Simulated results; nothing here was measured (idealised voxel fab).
Process module heading - voxel gate over fins
Displayed cross-section: cut, width of 270 nm, square cells sized 5 nm.
Notation: cross-section as square-cell grid; stated in bands, top first, going down; one or more cell rows per band.
What a band's entry tells you: where the top is and where the bottom is, as heights in nm, and after that what lies inside, material by material from left to right, each with its width in nm. Empty space is written as the word "empty", and a single material marked with the word "full width" occupies the band from edge to edge.
Heights are expressed relative to 0, this being the level below which the as-received wafer comprises one material exclusively. The lowest band is unbounded in the downward direction and is denoted as in "0 down".
Width "30 to 40": first value at the band's top row of cells, second value at its bottom row, equal change from row to row.
Where the words "nothing was modified" appear for a step, the cross-section shows no cell changed by that step; every cell remained as before.
"Tabulated closed voids" contains a list of empty spaces, each no smaller than 8 cells and without an open way to the top, written in the form width x height at distance with the distance from the left edge and all three in nm.
It should be noted that, on the line of a given step, the content following the step's settings is a remark produced by the simulator itself with respect to that step.
"overlay nm" denotes, for a step that has a mask, the displacement of the mask to the right of its planned place, with negative values corresponding to the left.
## Listed below are the process steps as planned
| 1 | RECEIVE [material Si] |
| 2 | CONFORMAL_DEP [material SiN] [thk nm 5] |
| 3 | PATTERN [tone cover] [mask id FINS] [material resist] [width nm 15] [pitch nm 40] [thk nm 15] [overlay nm 0] |
| 4 | DIRECTIONAL_ETCH [etch materials SiN] [depth nm 5] |
| 5 | DIRECTIONAL_ETCH [etch materials Si] [depth nm 30] |
| 6 | STRIP [etch materials resist] |
| 7 | OXIDIZE [depth nm 5] |
| 8 | FILL_DEP [material SiO2] [thk nm 10] |
| 9 | CMP [height nm 5] |
| 10 | SELECTIVE_ETCH [etch materials SiO2] [depth nm 15] |
| 11 | STRIP [etch materials SiN] |
| 12 | CONFORMAL_DEP [material HfO2] [thk nm 5] |
| 13 | CONFORMAL_DEP [material TiN] [thk nm 5] |
| 14 | FILL_DEP [material W] [thk nm 10] |
| 15 | CMP [height nm 15] |
| 16 | CONFORMAL_DEP [material SiN] [thk nm 5] |
## First wafer, two in total, run as planned
## Wafer at receipt (post step 1), cross-section
0 down  Si full width
Tabulated closed voids: none
## after step 2
5 to 0  SiN full width
Beneath the level 0, the cross-section is identical to its previous state.
## after step 3
20 to 5  empty 85 nm  resist 15 nm  empty 25 nm  resist 15 nm  empty 25 nm  resist 15 nm  empty 90 nm
Beneath the level 5, the cross-section is identical to its previous state.
## after step 4
20 to 5  empty 85 nm  resist 15 nm  empty 25 nm  resist 15 nm  empty 25 nm  resist 15 nm  empty 90 nm
5 to 0  empty 85 nm  SiN 15 nm  empty 25 nm  SiN 15 nm  empty 25 nm  SiN 15 nm  empty 90 nm
Beneath the level 0, the cross-section is identical to its previous state.
## after step 5
20 to 5  empty 85 nm  resist 15 nm  empty 25 nm  resist 15 nm  empty 25 nm  resist 15 nm  empty 90 nm
5 to 0  empty 85 nm  SiN 15 nm  empty 25 nm  SiN 15 nm  empty 25 nm  SiN 15 nm  empty 90 nm
0 to -30  empty 85 nm  Si 15 nm  empty 25 nm  Si 15 nm  empty 25 nm  Si 15 nm  empty 90 nm
Beneath the level -30, the cross-section is identical to its previous state.
## after step 6
5 to 0  empty 85 nm  SiN 15 nm  empty 25 nm  SiN 15 nm  empty 25 nm  SiN 15 nm  empty 90 nm
Beneath the level 0, the cross-section is identical to its previous state.
## after step 7
5 to 0  empty 85 nm  SiN 15 nm  empty 25 nm  SiN 15 nm  empty 25 nm  SiN 15 nm  empty 90 nm
0 to -30  empty 85 nm  SiO2 5 nm  Si 5 nm  SiO2 5 nm  empty 25 nm  SiO2 5 nm  Si 5 nm  SiO2 5 nm  empty 25 nm  SiO2 5 nm  Si 5 nm  SiO2 5 nm  empty 90 nm
-30 to -35  SiO2 90 nm  Si 5 nm  SiO2 35 nm  Si 5 nm  SiO2 35 nm  Si 5 nm  SiO2 95 nm
Beneath the level -35, the cross-section is identical to its previous state.
## after step 8
15 to 5  SiO2 full width
5 to 0  SiO2 85 nm  SiN 15 nm  SiO2 25 nm  SiN 15 nm  SiO2 25 nm  SiN 15 nm  SiO2 90 nm
0 to -35  SiO2 90 nm  Si 5 nm  SiO2 35 nm  Si 5 nm  SiO2 35 nm  Si 5 nm  SiO2 95 nm
Beneath the level -35, the cross-section is identical to its previous state.
## after step 9
5 to 0  SiO2 85 nm  SiN 15 nm  SiO2 25 nm  SiN 15 nm  SiO2 25 nm  SiN 15 nm  SiO2 90 nm
Beneath the level 0, the cross-section is identical to its previous state.
## after step 10
5 to 0  empty 85 nm  SiN 15 nm  empty 25 nm  SiN 15 nm  empty 25 nm  SiN 15 nm  empty 90 nm
0 to -10  empty 90 nm  Si 5 nm  empty 35 nm  Si 5 nm  empty 35 nm  Si 5 nm  empty 95 nm
Beneath the level -10, the cross-section is identical to its previous state.
## after step 11
0 to -10  empty 90 nm  Si 5 nm  empty 35 nm  Si 5 nm  empty 35 nm  Si 5 nm  empty 95 nm
Beneath the level -10, the cross-section is identical to its previous state.
## after step 12
5 to 0  empty 85 nm  HfO2 15 nm  empty 25 nm  HfO2 15 nm  empty 25 nm  HfO2 15 nm  empty 90 nm
0 to -5  empty 85 nm  HfO2 5 nm  Si 5 nm  HfO2 5 nm  empty 25 nm  HfO2 5 nm  Si 5 nm  HfO2 5 nm  empty 25 nm  HfO2 5 nm  Si 5 nm  HfO2 5 nm  empty 90 nm
-5 to -10  HfO2 90 nm  Si 5 nm  HfO2 35 nm  Si 5 nm  HfO2 35 nm  Si 5 nm  HfO2 95 nm
Beneath the level -10, the cross-section is identical to its previous state.
## after step 13
10 to 5  empty 80 nm  TiN 25 nm  empty 15 nm  TiN 25 nm  empty 15 nm  TiN 25 nm  empty 85 nm
5 to 0  empty 80 nm  TiN 5 nm  HfO2 15 nm  TiN 5 nm  empty 15 nm  TiN 5 nm  HfO2 15 nm  TiN 5 nm  empty 15 nm  TiN 5 nm  HfO2 15 nm  TiN 5 nm  empty 85 nm
0 to -5  TiN 85 nm  HfO2 5 nm  Si 5 nm  HfO2 5 nm  TiN 25 nm  HfO2 5 nm  Si 5 nm  HfO2 5 nm  TiN 25 nm  HfO2 5 nm  Si 5 nm  HfO2 5 nm  TiN 90 nm
Beneath the level -5, the cross-section is identical to its previous state.
## after step 14
20 to 10  W full width
10 to 5  W 80 nm  TiN 25 nm  W 15 nm  TiN 25 nm  W 15 nm  TiN 25 nm  W 85 nm
5 to 0  W 80 nm  TiN 5 nm  HfO2 15 nm  TiN 5 nm  W 15 nm  TiN 5 nm  HfO2 15 nm  TiN 5 nm  W 15 nm  TiN 5 nm  HfO2 15 nm  TiN 5 nm  W 85 nm
Beneath the level 0, the cross-section is identical to its previous state.
## after step 15
15 to 10  W full width
Beneath the level 10, the cross-section is identical to its previous state.
## after step 16
20 to 15  SiN full width
Beneath the level 15, the cross-section is identical to its previous state.
## Second wafer, same starting conditions and recipe as the first, one mistake in executing it, nothing differs from the first up to and including step 2
## Cross-section of the second wafer at the time step 3 of the plan should have ended
20 to 5  resist 85 nm  empty 15 nm  resist 25 nm  empty 15 nm  resist 25 nm  empty 15 nm  resist 90 nm
Beneath the level 5, the cross-section is identical to its previous state.
## Cross-section of the second wafer at the time step 4 of the plan should have ended
20 to 5  resist 85 nm  empty 15 nm  resist 25 nm  empty 15 nm  resist 25 nm  empty 15 nm  resist 90 nm
5 to 0  SiN 85 nm  empty 15 nm  SiN 25 nm  empty 15 nm  SiN 25 nm  empty 15 nm  SiN 90 nm
Beneath the level 0, the cross-section is identical to its previous state.
## Cross-section of the second wafer at the time step 5 of the plan should have ended
20 to 5  resist 85 nm  empty 15 nm  resist 25 nm  empty 15 nm  resist 25 nm  empty 15 nm  resist 90 nm
5 to 0  SiN 85 nm  empty 15 nm  SiN 25 nm  empty 15 nm  SiN 25 nm  empty 15 nm  SiN 90 nm
0 to -30  Si 85 nm  empty 15 nm  Si 25 nm  empty 15 nm  Si 25 nm  empty 15 nm  Si 90 nm
Beneath the level -30, the cross-section is identical to its previous state.
## Cross-section of the second wafer at the time step 6 of the plan should have ended
5 to 0  SiN 85 nm  empty 15 nm  SiN 25 nm  empty 15 nm  SiN 25 nm  empty 15 nm  SiN 90 nm
Beneath the level 0, the cross-section is identical to its previous state.
## Cross-section of the second wafer at the time step 7 of the plan should have ended
5 to 0  SiN 85 nm  empty 15 nm  SiN 25 nm  empty 15 nm  SiN 25 nm  empty 15 nm  SiN 90 nm
0 to -30  Si 80 nm  SiO2 5 nm  empty 15 nm  SiO2 5 nm  Si 15 nm  SiO2 5 nm  empty 15 nm  SiO2 5 nm  Si 15 nm  SiO2 5 nm  empty 15 nm  SiO2 5 nm  Si 85 nm
-30 to -35  Si 80 nm  SiO2 25 nm  Si 15 nm  SiO2 25 nm  Si 15 nm  SiO2 25 nm  Si 85 nm
Beneath the level -35, the cross-section is identical to its previous state.
## Cross-section of the second wafer at the time step 8 of the plan should have ended
15 to 5  SiO2 full width
5 to 0  SiN 85 nm  SiO2 15 nm  SiN 25 nm  SiO2 15 nm  SiN 25 nm  SiO2 15 nm  SiN 90 nm
0 to -35  Si 80 nm  SiO2 25 nm  Si 15 nm  SiO2 25 nm  Si 15 nm  SiO2 25 nm  Si 85 nm
Beneath the level -35, the cross-section is identical to its previous state.
## Cross-section of the second wafer at the time step 9 of the plan should have ended
5 to 0  SiN 85 nm  SiO2 15 nm  SiN 25 nm  SiO2 15 nm  SiN 25 nm  SiO2 15 nm  SiN 90 nm
Beneath the level 0, the cross-section is identical to its previous state.
## Cross-section of the second wafer at the time step 10 of the plan should have ended
5 to 0  SiN 85 nm  empty 15 nm  SiN 25 nm  empty 15 nm  SiN 25 nm  empty 15 nm  SiN 90 nm
0 to -10  Si 80 nm  empty 25 nm  Si 15 nm  empty 25 nm  Si 15 nm  empty 25 nm  Si 85 nm
Beneath the level -10, the cross-section is identical to its previous state.
## Cross-section of the second wafer at the time step 11 of the plan should have ended
0 to -10  Si 80 nm  empty 25 nm  Si 15 nm  empty 25 nm  Si 15 nm  empty 25 nm  Si 85 nm
Beneath the level -10, the cross-section is identical to its previous state.
## Cross-section of the second wafer at the time step 12 of the plan should have ended
5 to 0  HfO2 85 nm  empty 15 nm  HfO2 25 nm  empty 15 nm  HfO2 25 nm  empty 15 nm  HfO2 90 nm
0 to -5  Si 80 nm  HfO2 5 nm  empty 15 nm  HfO2 5 nm  Si 15 nm  HfO2 5 nm  empty 15 nm  HfO2 5 nm  Si 15 nm  HfO2 5 nm  empty 15 nm  HfO2 5 nm  Si 85 nm
-5 to -10  Si 80 nm  HfO2 25 nm  Si 15 nm  HfO2 25 nm  Si 15 nm  HfO2 25 nm  Si 85 nm
Beneath the level -10, the cross-section is identical to its previous state.
## Cross-section of the second wafer at the time step 13 of the plan should have ended
10 to 5  TiN 90 nm  empty 5 nm  TiN 35 nm  empty 5 nm  TiN 35 nm  empty 5 nm  TiN 95 nm
5 to 0  HfO2 85 nm  TiN 5 nm  empty 5 nm  TiN 5 nm  HfO2 25 nm  TiN 5 nm  empty 5 nm  TiN 5 nm  HfO2 25 nm  TiN 5 nm  empty 5 nm  TiN 5 nm  HfO2 90 nm
0 to -5  Si 80 nm  HfO2 5 nm  TiN 15 nm  HfO2 5 nm  Si 15 nm  HfO2 5 nm  TiN 15 nm  HfO2 5 nm  Si 15 nm  HfO2 5 nm  TiN 15 nm  HfO2 5 nm  Si 85 nm
Beneath the level -5, the cross-section is identical to its previous state.
## Cross-section of the second wafer at the time step 14 of the plan should have ended
20 to 10  W full width
10 to 5  TiN 90 nm  W 5 nm  TiN 35 nm  W 5 nm  TiN 35 nm  W 5 nm  TiN 95 nm
5 to 0  HfO2 85 nm  TiN 5 nm  W 5 nm  TiN 5 nm  HfO2 25 nm  TiN 5 nm  W 5 nm  TiN 5 nm  HfO2 25 nm  TiN 5 nm  W 5 nm  TiN 5 nm  HfO2 90 nm
Beneath the level 0, the cross-section is identical to its previous state.
## Cross-section of the second wafer at the time step 15 of the plan should have ended
15 to 10  W full width
Beneath the level 10, the cross-section is identical to its previous state.
## Cross-section of the second wafer at the time step 16 of the plan should have ended
20 to 15  SiN full width
Beneath the level 15, the cross-section is identical to its previous state.
Deviation noted in wafer processing: planned and actual differ for step 3; actual: PATTERN [tone open] [mask id FINS] [material resist] [width nm 15] [pitch nm 40] [thk nm 15] [overlay nm 0]
At the finish, the second wafer shows more or fewer cells for some materials than the first does: +252 Si, -180 SiO2, -72 W
